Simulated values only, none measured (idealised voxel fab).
The document below concerns the process module designated voxel transistor to metal.
The cross-section on display is named cut; it measures 160 nm wide, and its cells are 5 nm squares.
Cross-section spec: square-cell grid; bands listed top down; each band is one or more rows. Within each band entry, the heights of the top and of the bottom of the band appear first, in that order and in nm; the materials of the band then follow from left to right, each with its corresponding width in nm. The designation "edge to edge" on a single material indicates that it fills the band from edge to edge; the designation "air" indicates empty space. Ref level 0: as-received wafer is one material below here. Bottom band extends down with no lower bound ("0..down"). A width given as "30->40" starts at the first number in the band's top row and ends at the second number in its bottom row, shifting by an equal amount at every step from row to row. "no change" for a step: no cell of the cross-section changed in that step. You'll see "Entrapped void list" listing empty spaces that have no way open to the top, as long as they're 8 cells or more; the notation is width x height at distance, where the distance is from the left edge, and all of it is in nm. Past the settings on a step's line: simulator remark, on that step. The "overlay nm" setting may appear on a step's line; for a step that uses a mask, it gives how far to the right of its planned position the mask lay, and a negative value indicates the left.
-- Below is the list of planned process steps
1: RECEIVE: material Si
2: CONFORMAL_DEP: material SiO2, thk nm 5
3: CONFORMAL_DEP: material SiN, thk nm 10
4: MASKED_ETCH: tone cover, mask id ACTIVE, width nm 100, etch materials SiN, depth nm 10, overlay nm 0
5: MASKED_ETCH: tone cover, mask id ACTIVE, width nm 100, etch materials SiO2, depth nm 5, overlay nm 0
6: MASKED_ETCH: tone cover, mask id ACTIVE, width nm 100, etch materials Si, depth nm 20, overlay nm 0
7: OXIDIZE: depth nm 5
8: FILL_DEP: material SiO2, thk nm 5
9: CMP: height nm 15
10: SELECTIVE_ETCH: etch materials SiO2, depth nm 10
11: STRIP: etch materials SiN
12: SELECTIVE_ETCH: etch materials SiO2, depth nm 5
13: OXIDIZE: depth nm 5
14: DIRECTIONAL_DEP: material polySi, thk nm 20
15: DIRECTIONAL_DEP: material SiCN, thk nm 10
16: DIRECTIONAL_DEP: material aC, thk nm 15
17: PATTERN: tone cover, mask id GATE, material resist, width nm 30, thk nm 30, overlay nm 0
18: DIRECTIONAL_ETCH: etch materials aC, depth nm 15
19: STRIP: etch materials resist
20: DIRECTIONAL_ETCH: etch materials SiCN, depth nm 20
21: DIRECTIONAL_ETCH: etch materials polySi, depth nm 30
22: STRIP: etch materials aC
23: CONFORMAL_DEP: material SiO2, thk nm 5
24: DIRECTIONAL_ETCH: etch materials SiO2, depth nm 5
25: CONFORMAL_DEP: material SiN, thk nm 10
26: DIRECTIONAL_ETCH: etch materials SiN, depth nm 10
27: DIRECTIONAL_ETCH: etch materials SiO2, depth nm 5
28: DIRECTIONAL_ETCH: etch materials Si, depth nm 15
29: EPI: material SiGe, thk nm 20
30: FILL_DEP: material SiO2, thk nm 5
31: CMP: height nm 20
32: STRIP: etch materials polySi
33: SELECTIVE_ETCH: etch materials SiO2, depth nm 5
34: CONFORMAL_DEP: material HfO2, thk nm 5
35: CONFORMAL_DEP: material TiN, thk nm 5
36: FILL_DEP: material W, thk nm 5
37: CMP: height nm 15
38: DIRECTIONAL_DEP: material SiO2, thk nm 15
39: MASKED_ETCH: tone open, mask id CONTACT, width nm 15, pitch nm 75, etch materials SiO2, depth nm 15, overlay nm 0
40: CONFORMAL_DEP: material TiN, thk nm 5
41: FILL_DEP: material Ru, thk nm 10
42: CMP: height nm 30
43: DIRECTIONAL_DEP: material TiN, thk nm 5
44: DIRECTIONAL_DEP: material W, thk nm 15
45: DIRECTIONAL_DEP: material aC, thk nm 15
46: PATTERN: tone cover, mask id METAL_1, material resist, width nm 15, pitch nm 75, thk nm 30, overlay nm 0
47: DIRECTIONAL_ETCH: etch materials aC, depth nm 15
48: STRIP: etch materials resist
49: DIRECTIONAL_ETCH: etch materials W, depth nm 15
50: DIRECTIONAL_ETCH: etch materials TiN, depth nm 5
51: STRIP: etch materials aC
52: FILL_DEP: material lowk, thk nm 10
53: CMP: height nm 50
54: CONFORMAL_DEP: material SiN, thk nm 5
-- Below: the first of two wafers, run as planned
-- Incoming wafer, cross-sectional view, post step 1
* 0..down | Si edge to edge
* Entrapped void list: none
-- State of the wafer after step 2, shown in cross-section
* 5..0 | SiO2 edge to edge
* Beneath the level 0, the cross-section is identical to its previous state.
-- State of the wafer after step 3, shown in cross-section
* 15..5 | SiN edge to edge
* Beneath the level 5, the cross-section is identical to its previous state.
-- State of the wafer after step 4, shown in cross-section
* 15..5 | air=30 / SiN=100 / air=30
* Beneath the level 5, the cross-section is identical to its previous state.
-- State of the wafer after step 5, shown in cross-section
* 15..5 | air=30 / SiN=100 / air=30
* 5..0 | air=30 / SiO2=100 / air=30
* Beneath the level 0, the cross-section is identical to its previous state.
-- State of the wafer after step 6, shown in cross-section
* 15..5 | air=30 / SiN=100 / air=30
* 5..0 | air=30 / SiO2=100 / air=30
* 0..-20 | air=30 / Si=100 / air=30
* Beneath the level -20, the cross-section is identical to its previous state.
-- State of the wafer after step 7, shown in cross-section
* 15..5 | air=30 / SiN=100 / air=30
* 5..0 | air=30 / SiO2=100 / air=30
* 0..-20 | air=30 / SiO2=5 / Si=90 / SiO2=5 / air=30
* -20..-25 | SiO2=35 / Si=90 / SiO2=35
* Beneath the level -25, the cross-section is identical to its previous state.
-- State of the wafer after step 8, shown in cross-section
* 20..15 | SiO2 edge to edge
* 15..5 | SiO2=30 / SiN=100 / SiO2=30
* 5..0 | SiO2 edge to edge
* 0..-25 | SiO2=35 / Si=90 / SiO2=35
* Beneath the level -25, the cross-section is identical to its previous state.
-- State of the wafer after step 9, shown in cross-section
* 15..5 | SiO2=30 / SiN=100 / SiO2=30
* Beneath the level 5, the cross-section is identical to its previous state.
-- State of the wafer after step 10, shown in cross-section
* 15..5 | air=30 / SiN=100 / air=30
* Beneath the level 5, the cross-section is identical to its previous state.
-- State of the wafer after step 11, shown in cross-section
* 5..0 | SiO2 edge to edge
* Beneath the level 0, the cross-section is identical to its previous state.
-- State of the wafer after step 12, shown in cross-section
* 0..-25 | SiO2=35 / Si=90 / SiO2=35
* Beneath the level -25, the cross-section is identical to its previous state.
-- State of the wafer after step 13, shown in cross-section
* 0..-5 | SiO2 edge to edge
* Beneath the level -5, the cross-section is identical to its previous state.
-- State of the wafer after step 14, shown in cross-section
* 20..0 | polySi edge to edge
* Beneath the level 0, the cross-section is identical to its previous state.
-- State of the wafer after step 15, shown in cross-section
* 30..20 | SiCN edge to edge
* Beneath the level 20, the cross-section is identical to its previous state.
-- State of the wafer after step 16, shown in cross-section
* 45..30 | aC edge to edge
* Beneath the level 30, the cross-section is identical to its previous state.
-- State of the wafer after step 17, shown in cross-section
* 75..45 | air=65 / resist=30 / air=65
* Beneath the level 45, the cross-section is identical to its previous state.
-- State of the wafer after step 18, shown in cross-section
* 60..45 | air=65 / resist=30 / air=65
* 45..30 | air=65 / aC=30 / air=65
* Beneath the level 30, the cross-section is identical to its previous state.
-- State of the wafer after step 19, shown in cross-section
* 45..30 | air=65 / aC=30 / air=65
* Beneath the level 30, the cross-section is identical to its previous state.
-- State of the wafer after step 20, shown in cross-section
* 45..30 | air=65 / aC=30 / air=65
* 30..20 | air=65 / SiCN=30 / air=65
* Beneath the level 20, the cross-section is identical to its previous state.
-- State of the wafer after step 21, shown in cross-section
* 45..30 | air=65 / aC=30 / air=65
* 30..20 | air=65 / SiCN=30 / air=65
* 20..0 | air=65 / polySi=30 / air=65
* Beneath the level 0, the cross-section is identical to its previous state.
-- State of the wafer after step 22, shown in cross-section
* 30..20 | air=65 / SiCN=30 / air=65
* Beneath the level 20, the cross-section is identical to its previous state.
-- State of the wafer after step 23, shown in cross-section
* 35..30 | air=60 / SiO2=40 / air=60
* 30..20 | air=60 / SiO2=5 / SiCN=30 / SiO2=5 / air=60
* 20..5 | air=60 / SiO2=5 / polySi=30 / SiO2=5 / air=60
* 5..0 | SiO2=65 / polySi=30 / SiO2=65
* Beneath the level 0, the cross-section is identical to its previous state.
-- State of the wafer after step 24, shown in cross-section
* 30..20 | air=60 / SiO2=5 / SiCN=30 / SiO2=5 / air=60
* 20..0 | air=60 / SiO2=5 / polySi=30 / SiO2=5 / air=60
* Beneath the level 0, the cross-section is identical to its previous state.
-- State of the wafer after step 25, shown in cross-section
* 40..30 | air=50 / SiN=60 / air=50
* 30..20 | air=50 / SiN=10 / SiO2=5 / SiCN=30 / SiO2=5 / SiN=10 / air=50
* 20..10 | air=50 / SiN=10 / SiO2=5 / polySi=30 / SiO2=5 / SiN=10 / air=50
* 10..0 | SiN=60 / SiO2=5 / polySi=30 / SiO2=5 / SiN=60
* Beneath the level 0, the cross-section is identical to its previous state.
-- State of the wafer after step 26, shown in cross-section
* 30..20 | air=50 / SiN=10 / SiO2=5 / SiCN=30 / SiO2=5 / SiN=10 / air=50
* 20..0 | air=50 / SiN=10 / SiO2=5 / polySi=30 / SiO2=5 / SiN=10 / air=50
* Beneath the level 0, the cross-section is identical to its previous state.
-- State of the wafer after step 27, shown in cross-section
* 30..25 | air=50 / SiN=10 / air=5 / SiCN=30 / air=5 / SiN=10 / air=50
* 25..20 | air=50 / SiN=10 / SiO2=5 / SiCN=30 / SiO2=5 / SiN=10 / air=50
* 20..0 | air=50 / SiN=10 / SiO2=5 / polySi=30 / SiO2=5 / SiN=10 / air=50
* 0..-5 | air=50 / SiO2=60 / air=50
* Beneath the level -5, the cross-section is identical to its previous state.
-- State of the wafer after step 28, shown in cross-section
* 30..25 | air=50 / SiN=10 / air=5 / SiCN=30 / air=5 / SiN=10 / air=50
* 25..20 | air=50 / SiN=10 / SiO2=5 / SiCN=30 / SiO2=5 / SiN=10 / air=50
* 20..0 | air=50 / SiN=10 / SiO2=5 / polySi=30 / SiO2=5 / SiN=10 / air=50
* 0..-5 | air=50 / SiO2=60 / air=50
* -5..-20 | SiO2=35 / air=15 / Si=60 / air=15 / SiO2=35
* Beneath the level -20, the cross-section is identical to its previous state.
-- State of the wafer after step 29, shown in cross-section
* 30..25 | air=50 / SiN=10 / air=5 / SiCN=30 / air=5 / SiN=10 / air=50
* 25..20 | air=50 / SiN=10 / SiO2=5 / SiCN=30 / SiO2=5 / SiN=10 / air=50
* 20..15 | air=50 / SiN=10 / SiO2=5 / polySi=30 / SiO2=5 / SiN=10 / air=50
* 15..0 | air=30 / SiGe=20 / SiN=10 / SiO2=5 / polySi=30 / SiO2=5 / SiN=10 / SiGe=20 / air=30
* 0..-5 | air=30 / SiGe=20 / SiO2=60 / SiGe=20 / air=30
* -5..-20 | SiO2=35 / SiGe=15 / Si=60 / SiGe=15 / SiO2=35
* Beneath the level -20, the cross-section is identical to its previous state.
-- State of the wafer after step 30, shown in cross-section
* 35..30 | SiO2 edge to edge
* 30..20 | SiO2=50 / SiN=10 / SiO2=5 / SiCN=30 / SiO2=5 / SiN=10 / SiO2=50
* 20..15 | SiO2=50 / SiN=10 / SiO2=5 / polySi=30 / SiO2=5 / SiN=10 / SiO2=50
* 15..0 | SiO2=30 / SiGe=20 / SiN=10 / SiO2=5 / polySi=30 / SiO2=5 / SiN=10 / SiGe=20 / SiO2=30
* 0..-5 | SiO2=30 / SiGe=20 / SiO2=60 / SiGe=20 / SiO2=30
* Beneath the level -5, the cross-section is identical to its previous state.
-- State of the wafer after step 31, shown in cross-section
* 20..15 | SiO2=50 / SiN=10 / SiO2=5 / polySi=30 / SiO2=5 / SiN=10 / SiO2=50
* Beneath the level 15, the cross-section is identical to its previous state.
-- State of the wafer after step 32, shown in cross-section
* 20..15 | SiO2=50 / SiN=10 / SiO2=5 / air=30 / SiO2=5 / SiN=10 / SiO2=50
* 15..0 | SiO2=30 / SiGe=20 / SiN=10 / SiO2=5 / air=30 / SiO2=5 / SiN=10 / SiGe=20 / SiO2=30
* Beneath the level 0, the cross-section is identical to its previous state.
-- State of the wafer after step 33, shown in cross-section
* 20..15 | air=50 / SiN=10 / air=40 / SiN=10 / air=50
* 15..0 | SiO2=30 / SiGe=20 / SiN=10 / air=40 / SiN=10 / SiGe=20 / SiO2=30
* 0..-5 | SiO2=30 / SiGe=20 / SiO2=10 / air=40 / SiO2=10 / SiGe=20 / SiO2=30
* Beneath the level -5, the cross-section is identical to its previous state.
-- State of the wafer after step 34, shown in cross-section
* 25..20 | air=45 / HfO2=20 / air=30 / HfO2=20 / air=45
* 20..15 | HfO2=50 / SiN=10 / HfO2=5 / air=30 / HfO2=5 / SiN=10 / HfO2=50
* 15..0 | SiO2=30 / SiGe=20 / SiN=10 / HfO2=5 / air=30 / HfO2=5 / SiN=10 / SiGe=20 / SiO2=30
* 0..-5 | SiO2=30 / SiGe=20 / SiO2=10 / HfO2=40 / SiO2=10 / SiGe=20 / SiO2=30
* Beneath the level -5, the cross-section is identical to its previous state.
-- State of the wafer after step 35, shown in cross-section
* 30..25 | air=40 / TiN=30 / air=20 / TiN=30 / air=40
* 25..20 | TiN=45 / HfO2=20 / TiN=5 / air=20 / TiN=5 / HfO2=20 / TiN=45
* 20..15 | HfO2=50 / SiN=10 / HfO2=5 / TiN=5 / air=20 / TiN=5 / HfO2=5 / SiN=10 / HfO2=50
* 15..5 | SiO2=30 / SiGe=20 / SiN=10 / HfO2=5 / TiN=5 / air=20 / TiN=5 / HfO2=5 / SiN=10 / SiGe=20 / SiO2=30
* 5..0 | SiO2=30 / SiGe=20 / SiN=10 / HfO2=5 / TiN=30 / HfO2=5 / SiN=10 / SiGe=20 / SiO2=30
* Beneath the level 0, the cross-section is identical to its previous state.
-- State of the wafer after step 36, shown in cross-section
* 35..30 | W edge to edge
* 30..25 | W=40 / TiN=30 / W=20 / TiN=30 / W=40
* 25..20 | TiN=45 / HfO2=20 / TiN=5 / W=20 / TiN=5 / HfO2=20 / TiN=45
* 20..15 | HfO2=50 / SiN=10 / HfO2=5 / TiN=5 / W=20 / TiN=5 / HfO2=5 / SiN=10 / HfO2=50
* 15..5 | SiO2=30 / SiGe=20 / SiN=10 / HfO2=5 / TiN=5 / W=20 / TiN=5 / HfO2=5 / SiN=10 / SiGe=20 / SiO2=30
* Beneath the level 5, the cross-section is identical to its previous state.
-- State of the wafer after step 37, shown in cross-section
* 15..5 | SiO2=30 / SiGe=20 / SiN=10 / HfO2=5 / TiN=5 / W=20 / TiN=5 / HfO2=5 / SiN=10 / SiGe=20 / SiO2=30
* Beneath the level 5, the cross-section is identical to its previous state.
-- State of the wafer after step 38, shown in cross-section
* 30..15 | SiO2 edge to edge
* Beneath the level 15, the cross-section is identical to its previous state.
-- State of the wafer after step 39, shown in cross-section
* 30..15 | SiO2=35 / air=15 / SiO2=60 / air=15 / SiO2=35
* Beneath the level 15, the cross-section is identical to its previous state.
-- State of the wafer after step 40, shown in cross-section
* 35..30 | TiN=40 / air=5 / TiN=70 / air=5 / TiN=40
* 30..20 | SiO2=35 / TiN=5 / air=5 / TiN=5 / SiO2=60 / TiN=5 / air=5 / TiN=5 / SiO2=35
* 20..15 | SiO2=35 / TiN=15 / SiO2=60 / TiN=15 / SiO2=35
* Beneath the level 15, the cross-section is identical to its previous state.
-- State of the wafer after step 41, shown in cross-section
* 45..35 | Ru edge to edge
* 35..30 | TiN=40 / Ru=5 / TiN=70 / Ru=5 / TiN=40
* 30..20 | SiO2=35 / TiN=5 / Ru=5 / TiN=5 / SiO2=60 / TiN=5 / Ru=5 / TiN=5 / SiO2=35
* Beneath the level 20, the cross-section is identical to its previous state.
-- State of the wafer after step 42, shown in cross-section
* 30..20 | SiO2=35 / TiN=5 / Ru=5 / TiN=5 / SiO2=60 / TiN=5 / Ru=5 / TiN=5 / SiO2=35
* Beneath the level 20, the cross-section is identical to its previous state.
-- State of the wafer after step 43, shown in cross-section
* 35..30 | TiN edge to edge
* Beneath the level 30, the cross-section is identical to its previous state.
-- State of the wafer after step 44, shown in cross-section
* 50..35 | W edge to edge
* Beneath the level 35, the cross-section is identical to its previous state.
-- State of the wafer after step 45, shown in cross-section
* 65..50 | aC edge to edge
* Beneath the level 50, the cross-section is identical to its previous state.
-- State of the wafer after step 46, shown in cross-section
* 95..65 | air=35 / resist=15 / air=60 / resist=15 / air=35
* Beneath the level 65, the cross-section is identical to its previous state.
-- State of the wafer after step 47, shown in cross-section
* 80..65 | air=35 / resist=15 / air=60 / resist=15 / air=35
* 65..50 | air=35 / aC=15 / air=60 / aC=15 / air=35
* Beneath the level 50, the cross-section is identical to its previous state.
-- State of the wafer after step 48, shown in cross-section
* 65..50 | air=35 / aC=15 / air=60 / aC=15 / air=35
* Beneath the level 50, the cross-section is identical to its previous state.
-- State of the wafer after step 49, shown in cross-section
* 65..50 | air=35 / aC=15 / air=60 / aC=15 / air=35
* 50..35 | air=35 / W=15 / air=60 / W=15 / air=35
* Beneath the level 35, the cross-section is identical to its previous state.
-- State of the wafer after step 50, shown in cross-section
* 65..50 | air=35 / aC=15 / air=60 / aC=15 / air=35
* 50..35 | air=35 / W=15 / air=60 / W=15 / air=35
* 35..30 | air=35 / TiN=15 / air=60 / TiN=15 / air=35
* Beneath the level 30, the cross-section is identical to its previous state.
-- State of the wafer after step 51, shown in cross-section
* 50..35 | air=35 / W=15 / air=60 / W=15 / air=35
* Beneath the level 35, the cross-section is identical to its previous state.
-- State of the wafer after step 52, shown in cross-section
* 60..50 | lowk edge to edge
* 50..35 | lowk=35 / W=15 / lowk=60 / W=15 / lowk=35
* 35..30 | lowk=35 / TiN=15 / lowk=60 / TiN=15 / lowk=35
* Beneath the level 30, the cross-section is identical to its previous state.
-- State of the wafer after step 53, shown in cross-section
* 50..35 | lowk=35 / W=15 / lowk=60 / W=15 / lowk=35
* Beneath the level 35, the cross-section is identical to its previous state.
-- State of the wafer after step 54, shown in cross-section
* 55..50 | SiN edge to edge
* Beneath the level 50, the cross-section is identical to its previous state.
-- Second wafer, same starting conditions and recipe as the first, one mistake in executing it, nothing differs from the first up to and including step 13
-- Cross-section of the second wafer at the time by which step 14 should have been completed according to the plan
* 10..0 | polySi edge to edge
* Beneath the level 0, the cross-section is identical to its previous state.
-- Cross-section of the second wafer at the time by which step 15 should have been completed according to the plan
* 20..10 | SiCN edge to edge
* Beneath the level 10, the cross-section is identical to its previous state.
-- Cross-section of the second wafer at the time by which step 16 should have been completed according to the plan
* 35..20 | aC edge to edge
* Beneath the level 20, the cross-section is identical to its previous state.
-- Cross-section of the second wafer at the time by which step 17 should have been completed according to the plan
* 65..35 | air=65 / resist=30 / air=65
* Beneath the level 35, the cross-section is identical to its previous state.
-- Cross-section of the second wafer at the time by which step 18 should have been completed according to the plan
* 50..35 | air=65 / resist=30 / air=65
* 35..20 | air=65 / aC=30 / air=65
* Beneath the level 20, the cross-section is identical to its previous state.
-- Cross-section of the second wafer at the time by which step 19 should have been completed according to the plan
* 35..20 | air=65 / aC=30 / air=65
* Beneath the level 20, the cross-section is identical to its previous state.
-- Cross-section of the second wafer at the time by which step 20 should have been completed according to the plan
* 35..20 | air=65 / aC=30 / air=65
* 20..10 | air=65 / SiCN=30 / air=65
* Beneath the level 10, the cross-section is identical to its previous state.
-- Cross-section of the second wafer at the time by which step 21 should have been completed according to the plan
* 35..20 | air=65 / aC=30 / air=65
* 20..10 | air=65 / SiCN=30 / air=65
* 10..0 | air=65 / polySi=30 / air=65
* Beneath the level 0, the cross-section is identical to its previous state.
-- Cross-section of the second wafer at the time by which step 22 should have been completed according to the plan
* 20..10 | air=65 / SiCN=30 / air=65
* Beneath the level 10, the cross-section is identical to its previous state.
-- Cross-section of the second wafer at the time by which step 23 should have been completed according to the plan
* 25..20 | air=60 / SiO2=40 / air=60
* 20..10 | air=60 / SiO2=5 / SiCN=30 / SiO2=5 / air=60
* 10..5 | air=60 / SiO2=5 / polySi=30 / SiO2=5 / air=60
* 5..0 | SiO2=65 / polySi=30 / SiO2=65
* Beneath the level 0, the cross-section is identical to its previous state.
-- Cross-section of the second wafer at the time by which step 24 should have been completed according to the plan
* 20..10 | air=60 / SiO2=5 / SiCN=30 / SiO2=5 / air=60
* 10..0 | air=60 / SiO2=5 / polySi=30 / SiO2=5 / air=60
* Beneath the level 0, the cross-section is identical to its previous state.
-- Cross-section of the second wafer at the time by which step 25 should have been completed according to the plan
* 30..20 | air=50 / SiN=60 / air=50
* 20..10 | air=50 / SiN=10 / SiO2=5 / SiCN=30 / SiO2=5 / SiN=10 / air=50
* 10..0 | SiN=60 / SiO2=5 / polySi=30 / SiO2=5 / SiN=60
* Beneath the level 0, the cross-section is identical to its previous state.
-- Cross-section of the second wafer at the time by which step 26 should have been completed according to the plan
* 20..10 | air=50 / SiN=10 / SiO2=5 / SiCN=30 / SiO2=5 / SiN=10 / air=50
* 10..0 | air=50 / SiN=10 / SiO2=5 / polySi=30 / SiO2=5 / SiN=10 / air=50
* Beneath the level 0, the cross-section is identical to its previous state.
-- Cross-section of the second wafer at the time by which step 27 should have been completed according to the plan
* 20..15 | air=50 / SiN=10 / air=5 / SiCN=30 / air=5 / SiN=10 / air=50
* 15..10 | air=50 / SiN=10 / SiO2=5 / SiCN=30 / SiO2=5 / SiN=10 / air=50
* 10..0 | air=50 / SiN=10 / SiO2=5 / polySi=30 / SiO2=5 / SiN=10 / air=50
* 0..-5 | air=50 / SiO2=60 / air=50
* Beneath the level -5, the cross-section is identical to its previous state.
-- Cross-section of the second wafer at the time by which step 28 should have been completed according to the plan
* 20..15 | air=50 / SiN=10 / air=5 / SiCN=30 / air=5 / SiN=10 / air=50
* 15..10 | air=50 / SiN=10 / SiO2=5 / SiCN=30 / SiO2=5 / SiN=10 / air=50
* 10..0 | air=50 / SiN=10 / SiO2=5 / polySi=30 / SiO2=5 / SiN=10 / air=50
* 0..-5 | air=50 / SiO2=60 / air=50
* -5..-20 | SiO2=35 / air=15 / Si=60 / air=15 / SiO2=35
* Beneath the level -20, the cross-section is identical to its previous state.
-- Cross-section of the second wafer at the time by which step 29 should have been completed according to the plan
* 20..15 | air=50 / SiN=10 / air=5 / SiCN=30 / air=5 / SiN=10 / air=50
* 15..10 | air=30 / SiGe=20 / SiN=10 / SiO2=5 / SiCN=30 / SiO2=5 / SiN=10 / SiGe=20 / air=30
* 10..0 | air=30 / SiGe=20 / SiN=10 / SiO2=5 / polySi=30 / SiO2=5 / SiN=10 / SiGe=20 / air=30
* 0..-5 | air=30 / SiGe=20 / SiO2=60 / SiGe=20 / air=30
* -5..-20 | SiO2=35 / SiGe=15 / Si=60 / SiGe=15 / SiO2=35
* Beneath the level -20, the cross-section is identical to its previous state.
-- Cross-section of the second wafer at the time by which step 30 should have been completed according to the plan
* 25..20 | SiO2 edge to edge
* 20..15 | SiO2=50 / SiN=10 / SiO2=5 / SiCN=30 / SiO2=5 / SiN=10 / SiO2=50
* 15..10 | SiO2=30 / SiGe=20 / SiN=10 / SiO2=5 / SiCN=30 / SiO2=5 / SiN=10 / SiGe=20 / SiO2=30
* 10..0 | SiO2=30 / SiGe=20 / SiN=10 / SiO2=5 / polySi=30 / SiO2=5 / SiN=10 / SiGe=20 / SiO2=30
* 0..-5 | SiO2=30 / SiGe=20 / SiO2=60 / SiGe=20 / SiO2=30
* Beneath the level -5, the cross-section is identical to its previous state.
-- Cross-section of the second wafer at the time by which step 31 should have been completed according to the plan
* 20..15 | SiO2=50 / SiN=10 / SiO2=5 / SiCN=30 / SiO2=5 / SiN=10 / SiO2=50
* Beneath the level 15, the cross-section is identical to its previous state.
Cross-section of the second wafer at the time by which step 32 should have been completed according to the plan: no change
-- Cross-section of the second wafer at the time by which step 33 should have been completed according to the plan
* 20..15 | air=50 / SiN=10 / air=5 / SiCN=30 / air=5 / SiN=10 / air=50
* Beneath the level 15, the cross-section is identical to its previous state.
-- Cross-section of the second wafer at the time by which step 34 should have been completed according to the plan
* 25..20 | air=45 / HfO2=70 / air=45
* 20..15 | HfO2=50 / SiN=10 / HfO2=5 / SiCN=30 / HfO2=5 / SiN=10 / HfO2=50
* Beneath the level 15, the cross-section is identical to its previous state.
-- Cross-section of the second wafer at the time by which step 35 should have been completed according to the plan
* 30..25 | air=40 / TiN=80 / air=40
* 25..20 | TiN=45 / HfO2=70 / TiN=45
* Beneath the level 20, the cross-section is identical to its previous state.
-- Cross-section of the second wafer at the time by which step 36 should have been completed according to the plan
* 35..30 | W edge to edge
* 30..25 | W=40 / TiN=80 / W=40
* Beneath the level 25, the cross-section is identical to its previous state.
-- Cross-section of the second wafer at the time by which step 37 should have been completed according to the plan
* 15..10 | SiO2=30 / SiGe=20 / SiN=10 / SiO2=5 / SiCN=30 / SiO2=5 / SiN=10 / SiGe=20 / SiO2=30
* Beneath the level 10, the cross-section is identical to its previous state.
-- Cross-section of the second wafer at the time by which step 38 should have been completed according to the plan
* 30..15 | SiO2 edge to edge
* Beneath the level 15, the cross-section is identical to its previous state.
-- Cross-section of the second wafer at the time by which step 39 should have been completed according to the plan
* 30..15 | SiO2=35 / air=15 / SiO2=60 / air=15 / SiO2=35
* Beneath the level 15, the cross-section is identical to its previous state.
-- Cross-section of the second wafer at the time by which step 40 should have been completed according to the plan
* 35..30 | TiN=40 / air=5 / TiN=70 / air=5 / TiN=40
* 30..20 | SiO2=35 / TiN=5 / air=5 / TiN=5 / SiO2=60 / TiN=5 / air=5 / TiN=5 / SiO2=35
* 20..15 | SiO2=35 / TiN=15 / SiO2=60 / TiN=15 / SiO2=35
* Beneath the level 15, the cross-section is identical to its previous state.
-- Cross-section of the second wafer at the time by which step 41 should have been completed according to the plan
* 45..35 | Ru edge to edge
* 35..30 | TiN=40 / Ru=5 / TiN=70 / Ru=5 / TiN=40
* 30..20 | SiO2=35 / TiN=5 / Ru=5 / TiN=5 / SiO2=60 / TiN=5 / Ru=5 / TiN=5 / SiO2=35
* Beneath the level 20, the cross-section is identical to its previous state.
-- Cross-section of the second wafer at the time by which step 42 should have been completed according to the plan
* 30..20 | SiO2=35 / TiN=5 / Ru=5 / TiN=5 / SiO2=60 / TiN=5 / Ru=5 / TiN=5 / SiO2=35
* Beneath the level 20, the cross-section is identical to its previous state.
-- Cross-section of the second wafer at the time by which step 43 should have been completed according to the plan
* 35..30 | TiN edge to edge
* Beneath the level 30, the cross-section is identical to its previous state.
-- Cross-section of the second wafer at the time by which step 44 should have been completed according to the plan
* 50..35 | W edge to edge
* Beneath the level 35, the cross-section is identical to its previous state.
-- Cross-section of the second wafer at the time by which step 45 should have been completed according to the plan
* 65..50 | aC edge to edge
* Beneath the level 50, the cross-section is identical to its previous state.
-- Cross-section of the second wafer at the time by which step 46 should have been completed according to the plan
* 95..65 | air=35 / resist=15 / air=60 / resist=15 / air=35
* Beneath the level 65, the cross-section is identical to its previous state.
-- Cross-section of the second wafer at the time by which step 47 should have been completed according to the plan
* 80..65 | air=35 / resist=15 / air=60 / resist=15 / air=35
* 65..50 | air=35 / aC=15 / air=60 / aC=15 / air=35
* Beneath the level 50, the cross-section is identical to its previous state.
-- Cross-section of the second wafer at the time by which step 48 should have been completed according to the plan
* 65..50 | air=35 / aC=15 / air=60 / aC=15 / air=35
* Beneath the level 50, the cross-section is identical to its previous state.
-- Cross-section of the second wafer at the time by which step 49 should have been completed according to the plan
* 65..50 | air=35 / aC=15 / air=60 / aC=15 / air=35
* 50..35 | air=35 / W=15 / air=60 / W=15 / air=35
* Beneath the level 35, the cross-section is identical to its previous state.
-- Cross-section of the second wafer at the time by which step 50 should have been completed according to the plan
* 65..50 | air=35 / aC=15 / air=60 / aC=15 / air=35
* 50..35 | air=35 / W=15 / air=60 / W=15 / air=35
* 35..30 | air=35 / TiN=15 / air=60 / TiN=15 / air=35
* Beneath the level 30, the cross-section is identical to its previous state.
-- Cross-section of the second wafer at the time by which step 51 should have been completed according to the plan
* 50..35 | air=35 / W=15 / air=60 / W=15 / air=35
* Beneath the level 35, the cross-section is identical to its previous state.
-- Cross-section of the second wafer at the time by which step 52 should have been completed according to the plan
* 60..50 | lowk edge to edge
* 50..35 | lowk=35 / W=15 / lowk=60 / W=15 / lowk=35
* 35..30 | lowk=35 / TiN=15 / lowk=60 / TiN=15 / lowk=35
* Beneath the level 30, the cross-section is identical to its previous state.
-- Cross-section of the second wafer at the time by which step 53 should have been completed according to the plan
* 50..35 | lowk=35 / W=15 / lowk=60 / W=15 / lowk=35
* Beneath the level 35, the cross-section is identical to its previous state.
-- Cross-section of the second wafer at the time by which step 54 should have been completed according to the plan
* 55..50 | SiN edge to edge
* Beneath the level 50, the cross-section is identical to its previous state.
Diagnosis: step 14 ran with different settings than intended, the actual operation and settings being DIRECTIONAL_DEP: material polySi, thk nm 10
The final cell counts differ between the wafers, with the second having more or fewer of some materials than the first: HfO2 -14 | SiCN +6 | SiO2 +14 | TiN -10 | W -8 | polySi +12
